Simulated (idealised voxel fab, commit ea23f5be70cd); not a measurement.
Process module under the name voxel transistor to metal
Section cut is 250 nm wide and gridded with 5 nm square cells.
Notation: cross-section as square-cell grid; stated in bands, top first, going down; one or more cell rows per band.
A band entry consists of two parts. The first gives the height of the band's top and the height of its bottom, in nm. The rest lists the band's materials from left to right, each with its width in nm. A single material labelled with the word "full width" fills the band from edge to edge, and the word "blank" marks empty space.
Heights are measured from 0, the level below which the as-received wafer is all one material; the lowest band has no bottom and continues downward, written as in "from 0 down".
The expression "30->40" gives the width at the extremes of the band, the first number at its top row of cells and the second at its bottom row, with the width changing by equal amounts from each row to the next in between.
For the purposes of this document, the phrase "same as before" attached to a step denotes that no cell within the cross-section was modified by that step.
Any empty space of 8 cells or more lacking an open way to the top shows up in "Sealed internal voids" as width x height at distance, distance from the left edge, in nm.
Formally, on a step line, whatever follows the settings is a remark that the simulator itself makes on the step.
Each step line may optionally specify "overlay nm", which for a step with a mask gives the rightward distance between the mask's planned place and where it lay, a negative value indicating the leftward direction.
### So here's the lineup of process steps we planned
1. RECEIVE (material Si)
2. OXIDIZE (depth nm 5)
3. CONFORMAL_DEP (material SiN; thk nm 15)
4. PATTERN (tone cover; mask id ACTIVE; material resist; width nm 100; pitch nm 120; thk nm 15; overlay nm 0)
5. DIRECTIONAL_ETCH (etch materials SiN; depth nm 15)
6. DIRECTIONAL_ETCH (etch materials SiO2; depth nm 5)
7. DIRECTIONAL_ETCH (etch materials Si; depth nm 35)
8. STRIP (etch materials resist)
9. OXIDIZE (depth nm 5)
10. FILL_DEP (material SiO2; thk nm 5)
11. CMP (height nm 15)
12. SELECTIVE_ETCH (etch materials SiO2; depth nm 15)
13. STRIP (etch materials SiN)
14. SELECTIVE_ETCH (etch materials SiO2; depth nm 5)
15. OXIDIZE (depth nm 5)
16. DIRECTIONAL_DEP (material polySi; thk nm 30)
17. DIRECTIONAL_DEP (material SiCN; thk nm 10)
18. MASKED_ETCH (tone cover; mask id GATE; width nm 20; pitch nm 120; etch materials SiCN; depth nm 20; overlay nm 0)
19. MASKED_ETCH (tone cover; mask id GATE; width nm 20; pitch nm 120; etch materials polySi; depth nm 40; overlay nm 0)
20. CONFORMAL_DEP (material SiO2; thk nm 5)
21. DIRECTIONAL_ETCH (etch materials SiO2; depth nm 5)
22. CONFORMAL_DEP (material SiN; thk nm 5)
23. DIRECTIONAL_ETCH (etch materials SiN; depth nm 5)
24. DIRECTIONAL_ETCH (etch materials SiO2; depth nm 5)
25. DIRECTIONAL_ETCH (etch materials Si; depth nm 15)
26. EPI (material pSi; thk nm 15)
27. FILL_DEP (material SiO2; thk nm 10)
28. CMP (height nm 35)
29. DIRECTIONAL_DEP (material SiO2; thk nm 15)
30. MASKED_ETCH (tone open; mask id CONTACT; width nm 20; etch materials SiO2; depth nm 60; overlay nm 0)
31. CONFORMAL_DEP (material TiN; thk nm 5)
32. FILL_DEP (material Ru; thk nm 10)
33. CMP (height nm 50)
34. CONFORMAL_DEP (material SiN; thk nm 5)
35. DIRECTIONAL_DEP (material lowk; thk nm 25)
36. DIRECTIONAL_DEP (material aC; thk nm 10)
37. PATTERN (tone open; mask id METAL_1; material resist; width nm 20; thk nm 25; overlay nm -5)
38. DIRECTIONAL_ETCH (etch materials aC; depth nm 10)
39. STRIP (etch materials resist)
40. DIRECTIONAL_ETCH (etch materials lowk; depth nm 25)
41. DIRECTIONAL_ETCH (etch materials SiN; depth nm 5)
42. STRIP (etch materials aC)
43. CONFORMAL_DEP (material TiN; thk nm 5)
44. FILL_DEP (material Cu; thk nm 5)
45. CMP (height nm 80)
46. CONFORMAL_DEP (material SiCN; thk nm 5)
47. DIRECTIONAL_DEP (material lowk; thk nm 25)
48. PATTERN (tone open; mask id METAL_2; material resist; width nm 20; pitch nm 120; thk nm 20; overlay nm 0)
49. DIRECTIONAL_ETCH (etch materials lowk; depth nm 15)
50. STRIP (etch materials resist)
51. PATTERN (tone open; mask id METAL_2_HOLES; material resist; width nm 15; pitch nm 120; thk nm 20; overlay nm 0)
52. DIRECTIONAL_ETCH (etch materials lowk; depth nm 10)
53. DIRECTIONAL_ETCH (etch materials SiCN; depth nm 5)
54. STRIP (etch materials resist)
55. CONFORMAL_DEP (material TiN; thk nm 5)
56. FILL_DEP (material Cu; thk nm 10)
57. CMP (height nm 110)
58. CONFORMAL_DEP (material SiN; thk nm 5)
Every wafer here starts from the same state; it is the step 37 overlay nm that distinguishes them, and the value the plan gives belongs to the first wafer.
### First of several wafers, received after step 1, in cross-section
    from 0 down  Si full width
    Sealed internal voids: none
### After the module's final step, step 58: the first of several wafers in cross-section
    from 115 to 110  SiN full width
    from 110 to 100  20 nm lowk, 5 nm TiN, 10 nm Cu, 5 nm TiN, 100 nm lowk, 5 nm TiN, 10 nm Cu, 5 nm TiN, 90 nm lowk
    from 100 to 95  20 nm lowk, 5 nm TiN, 5 nm Cu, 10 nm TiN, 100 nm lowk, 5 nm TiN, 5 nm Cu, 10 nm TiN, 90 nm lowk
    from 95 to 85  20 nm lowk, 5 nm TiN, 5 nm Cu, 5 nm TiN, 105 nm lowk, 5 nm TiN, 5 nm Cu, 5 nm TiN, 95 nm lowk
    from 85 to 80  20 nm SiCN, 15 nm TiN, 105 nm SiCN, 15 nm TiN, 95 nm SiCN
    from 80 to 55  15 nm lowk, 5 nm TiN, 10 nm Cu, 5 nm TiN, 50 nm lowk, 5 nm TiN, 10 nm Cu, 5 nm TiN, 30 nm lowk, 5 nm TiN, 10 nm Cu, 5 nm TiN, 50 nm lowk, 5 nm TiN, 10 nm Cu, 5 nm TiN, 25 nm lowk
    from 55 to 50  15 nm SiN, 20 nm TiN, 50 nm SiN, 20 nm TiN, 30 nm SiN, 20 nm TiN, 50 nm SiN, 20 nm TiN, 25 nm SiN
    from 50 to 35  20 nm SiO2, 5 nm TiN, 10 nm Ru, 5 nm TiN, 50 nm SiO2, 5 nm TiN, 10 nm Ru, 5 nm TiN, 30 nm SiO2, 5 nm TiN, 10 nm Ru, 5 nm TiN, 50 nm SiO2, 5 nm TiN, 10 nm Ru, 5 nm TiN, 20 nm SiO2
    from 35 to 25  20 nm SiO2, 5 nm TiN, 10 nm Ru, 5 nm TiN, 5 nm SiO2, 5 nm SiN, 5 nm SiO2, 20 nm SiCN, 5 nm SiO2, 5 nm SiN, 5 nm SiO2, 5 nm TiN, 10 nm Ru, 5 nm TiN, 30 nm SiO2, 5 nm TiN, 10 nm Ru, 5 nm TiN, 5 nm SiO2, 5 nm SiN, 5 nm SiO2, 20 nm SiCN, 5 nm SiO2, 5 nm SiN, 5 nm SiO2, 5 nm TiN, 10 nm Ru, 5 nm TiN, 20 nm SiO2
    from 25 to 10  20 nm SiO2, 5 nm TiN, 10 nm Ru, 5 nm TiN, 5 nm SiO2, 5 nm SiN, 5 nm SiO2, 20 nm polySi, 5 nm SiO2, 5 nm SiN, 5 nm SiO2, 5 nm TiN, 10 nm Ru, 5 nm TiN, 30 nm SiO2, 5 nm TiN, 10 nm Ru, 5 nm TiN, 5 nm SiO2, 5 nm SiN, 5 nm SiO2, 20 nm polySi, 5 nm SiO2, 5 nm SiN, 5 nm SiO2, 5 nm TiN, 10 nm Ru, 5 nm TiN, 20 nm SiO2
    from 10 to 5  20 nm SiO2, 20 nm TiN, 5 nm SiO2, 5 nm SiN, 5 nm SiO2, 20 nm polySi, 5 nm SiO2, 5 nm SiN, 5 nm SiO2, 20 nm TiN, 30 nm SiO2, 20 nm TiN, 5 nm SiO2, 5 nm SiN, 5 nm SiO2, 20 nm polySi, 5 nm SiO2, 5 nm SiN, 5 nm SiO2, 20 nm TiN, 20 nm SiO2
    from 5 to -5  20 nm SiO2, 10 nm TiN, 15 nm pSi, 5 nm SiN, 5 nm SiO2, 20 nm polySi, 5 nm SiO2, 5 nm SiN, 15 nm pSi, 10 nm TiN, 30 nm SiO2, 10 nm TiN, 15 nm pSi, 5 nm SiN, 5 nm SiO2, 20 nm polySi, 5 nm SiO2, 5 nm SiN, 15 nm pSi, 10 nm TiN, 20 nm SiO2
    from -5 to -10  20 nm SiO2, 10 nm TiN, 15 nm pSi, 40 nm SiO2, 15 nm pSi, 10 nm TiN, 30 nm SiO2, 10 nm TiN, 15 nm pSi, 40 nm SiO2, 15 nm pSi, 10 nm TiN, 20 nm SiO2
    from -10 to -25  20 nm SiO2, 25 nm pSi, 40 nm Si, 25 nm pSi, 30 nm SiO2, 25 nm pSi, 40 nm Si, 25 nm pSi, 20 nm SiO2
    from -25 to -45  20 nm SiO2, 90 nm Si, 30 nm SiO2, 90 nm Si, 20 nm SiO2
    from -45 down  Si full width
    Sealed internal voids: none
### End of module, last wafer sectioned
    from 115 to 110  SiN full width
    from 110 to 100  20 nm lowk, 5 nm TiN, 10 nm Cu, 5 nm TiN, 100 nm lowk, 5 nm TiN, 10 nm Cu, 5 nm TiN, 90 nm lowk
    from 100 to 95  20 nm lowk, 5 nm TiN, 5 nm Cu, 10 nm TiN, 100 nm lowk, 5 nm TiN, 5 nm Cu, 10 nm TiN, 90 nm lowk
    from 95 to 85  20 nm lowk, 5 nm TiN, 5 nm Cu, 5 nm TiN, 105 nm lowk, 5 nm TiN, 5 nm Cu, 5 nm TiN, 95 nm lowk
    from 85 to 80  20 nm SiCN, 15 nm TiN, 105 nm SiCN, 15 nm TiN, 95 nm SiCN
    from 80 to 55  25 nm lowk, 5 nm TiN, 10 nm Cu, 5 nm TiN, 50 nm lowk, 5 nm TiN, 10 nm Cu, 5 nm TiN, 30 nm lowk, 5 nm TiN, 10 nm Cu, 5 nm TiN, 50 nm lowk, 5 nm TiN, 10 nm Cu, 5 nm TiN, 15 nm lowk
    from 55 to 50  25 nm SiN, 20 nm TiN, 50 nm SiN, 20 nm TiN, 30 nm SiN, 20 nm TiN, 50 nm SiN, 20 nm TiN, 15 nm SiN
    from 50 to 35  20 nm SiO2, 5 nm TiN, 10 nm Ru, 5 nm TiN, 50 nm SiO2, 5 nm TiN, 10 nm Ru, 5 nm TiN, 30 nm SiO2, 5 nm TiN, 10 nm Ru, 5 nm TiN, 50 nm SiO2, 5 nm TiN, 10 nm Ru, 5 nm TiN, 20 nm SiO2
    from 35 to 25  20 nm SiO2, 5 nm TiN, 10 nm Ru, 5 nm TiN, 5 nm SiO2, 5 nm SiN, 5 nm SiO2, 20 nm SiCN, 5 nm SiO2, 5 nm SiN, 5 nm SiO2, 5 nm TiN, 10 nm Ru, 5 nm TiN, 30 nm SiO2, 5 nm TiN, 10 nm Ru, 5 nm TiN, 5 nm SiO2, 5 nm SiN, 5 nm SiO2, 20 nm SiCN, 5 nm SiO2, 5 nm SiN, 5 nm SiO2, 5 nm TiN, 10 nm Ru, 5 nm TiN, 20 nm SiO2
    from 25 to 10  20 nm SiO2, 5 nm TiN, 10 nm Ru, 5 nm TiN, 5 nm SiO2, 5 nm SiN, 5 nm SiO2, 20 nm polySi, 5 nm SiO2, 5 nm SiN, 5 nm SiO2, 5 nm TiN, 10 nm Ru, 5 nm TiN, 30 nm SiO2, 5 nm TiN, 10 nm Ru, 5 nm TiN, 5 nm SiO2, 5 nm SiN, 5 nm SiO2, 20 nm polySi, 5 nm SiO2, 5 nm SiN, 5 nm SiO2, 5 nm TiN, 10 nm Ru, 5 nm TiN, 20 nm SiO2
    from 10 to 5  20 nm SiO2, 20 nm TiN, 5 nm SiO2, 5 nm SiN, 5 nm SiO2, 20 nm polySi, 5 nm SiO2, 5 nm SiN, 5 nm SiO2, 20 nm TiN, 30 nm SiO2, 20 nm TiN, 5 nm SiO2, 5 nm SiN, 5 nm SiO2, 20 nm polySi, 5 nm SiO2, 5 nm SiN, 5 nm SiO2, 20 nm TiN, 20 nm SiO2
    from 5 to -5  20 nm SiO2, 10 nm TiN, 15 nm pSi, 5 nm SiN, 5 nm SiO2, 20 nm polySi, 5 nm SiO2, 5 nm SiN, 15 nm pSi, 10 nm TiN, 30 nm SiO2, 10 nm TiN, 15 nm pSi, 5 nm SiN, 5 nm SiO2, 20 nm polySi, 5 nm SiO2, 5 nm SiN, 15 nm pSi, 10 nm TiN, 20 nm SiO2
    from -5 to -10  20 nm SiO2, 10 nm TiN, 15 nm pSi, 40 nm SiO2, 15 nm pSi, 10 nm TiN, 30 nm SiO2, 10 nm TiN, 15 nm pSi, 40 nm SiO2, 15 nm pSi, 10 nm TiN, 20 nm SiO2
    from -10 to -25  20 nm SiO2, 25 nm pSi, 40 nm Si, 25 nm pSi, 30 nm SiO2, 25 nm pSi, 40 nm Si, 25 nm pSi, 20 nm SiO2
    from -25 to -45  20 nm SiO2, 90 nm Si, 30 nm SiO2, 90 nm Si, 20 nm SiO2
    from -45 down  Si full width
    Sealed internal voids: none
### Where each wafer stands at the end of the module, a row apiece: cells of each material gained (+) or lost (-) since it was received, then closed voids
overlay nm -5 | +54 Cu | +64 Ru | -258 Si | +60 SiCN | +116 SiN | +398 SiO2 | +188 TiN | +384 lowk | +96 pSi | +48 polySi | Sealed internal voids: none
overlay nm 0 | +54 Cu | +64 Ru | -258 Si | +60 SiCN | +116 SiN | +398 SiO2 | +188 TiN | +384 lowk | +96 pSi | +48 polySi | Sealed internal voids: none
overlay nm 5 | +54 Cu | +64 Ru | -258 Si | +60 SiCN | +116 SiN | +398 SiO2 | +188 TiN | +384 lowk | +96 pSi | +48 polySi | Sealed internal voids: none
